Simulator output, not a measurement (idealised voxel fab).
Proc. module: voxel air gaps
175 nm wide, 5 nm square cells: that's cross-section cut.
This document writes a cross-section as a grid whose cells are square, and gives it as bands, listed from the top down; one or more rows of cells form a band. Within each band entry, the heights of the top and of the bottom of the band appear first, in that order and in nm; the materials of the band then follow from left to right, each with its corresponding width in nm. The designation "all across" on a single material indicates that it fills the band from edge to edge; the designation "air" indicates empty space. Heads up on the height convention: 0 is the point under which the incoming wafer is all one material, and the lowest band has no bottom, it just keeps going down, like "0 down". Width: "30..40" (first number = top row, second number = bottom row, same change from row to row of cells). Where a step carries "nothing was modified", the cross-section came out of it unchanged, cell for cell. Enclosed voids (no open way to top), threshold 8 cells or more, entry "Voids lacking openings", notation width x height at distance, distance from left edge, nm. Read whatever lies past the settings on a step's line as the simulator's own remark about the step. For masked steps, "overlay nm" on the step line gives how far right of plan the mask actually lay; a minus sign means it lay to the left.

These are the steps we planned for the process
1,RECEIVE,material Si
2,CONFORMAL_DEP,material SiO2,thk nm 10
3,CONFORMAL_DEP,material SiN,thk nm 5
4,DIRECTIONAL_DEP,material SiO2,thk nm 35
5,DIRECTIONAL_DEP,material aC,thk nm 15
6,PATTERN,tone open,mask id LINES,material resist,width nm 25,pitch nm 50,thk nm 30,overlay nm 0
7,DIRECTIONAL_ETCH,etch materials aC,depth nm 15
8,STRIP,etch materials resist
9,DIRECTIONAL_ETCH,etch materials SiO2,depth nm 35
10,STRIP,etch materials aC
11,CONFORMAL_DEP,material TiN,thk nm 5
12,FILL_DEP,material Cu,thk nm 5
13,CMP,height nm 50
14,EPI,material Ru,thk nm 10
15,SELECTIVE_ETCH,etch materials SiO2,depth nm 45
16,CONFORMAL_DEP,material SiN,thk nm 5

Received-state cross-section, reflecting completion of step 1
	0 down: Si all across
	Voids lacking openings: none

Wafer cross-section at end of module: start and plan as shown above, one execution error
	65 to 60: air 15, SiN 155, air 5
	60 to 50: air 15, SiN 5, Ru 45, SiN 5, Ru 45, SiN 5, Ru 45, SiN 5, air 5
	50 to 45: air 15, SiN 15, TiN 5, Cu 15, TiN 5, SiN 25, TiN 5, Cu 15, TiN 5, SiN 25, TiN 5, Cu 15, TiN 5, SiN 15, air 5
	45 to 20: air 25, SiN 5, TiN 5, Cu 15, TiN 5, SiN 5, air 15, SiN 5, TiN 5, Cu 15, TiN 5, SiN 5, air 15, SiN 5, TiN 5, Cu 15, TiN 5, SiN 5, air 15
	20 to 15: SiN 30, TiN 25, SiN 25, TiN 25, SiN 25, TiN 25, SiN 20
	15 to 10: SiN all across
	10 to 0: SiO2 all across
	0 down: Si all across
	Voids lacking openings: 15 x 25 at 60; 15 x 25 at 110
Deviation from plan: off-plan run, step 6, actual operation and settings PATTERN,tone open,mask id LINES,material resist,width nm 25,pitch nm 50,thk nm 30,overlay nm 5
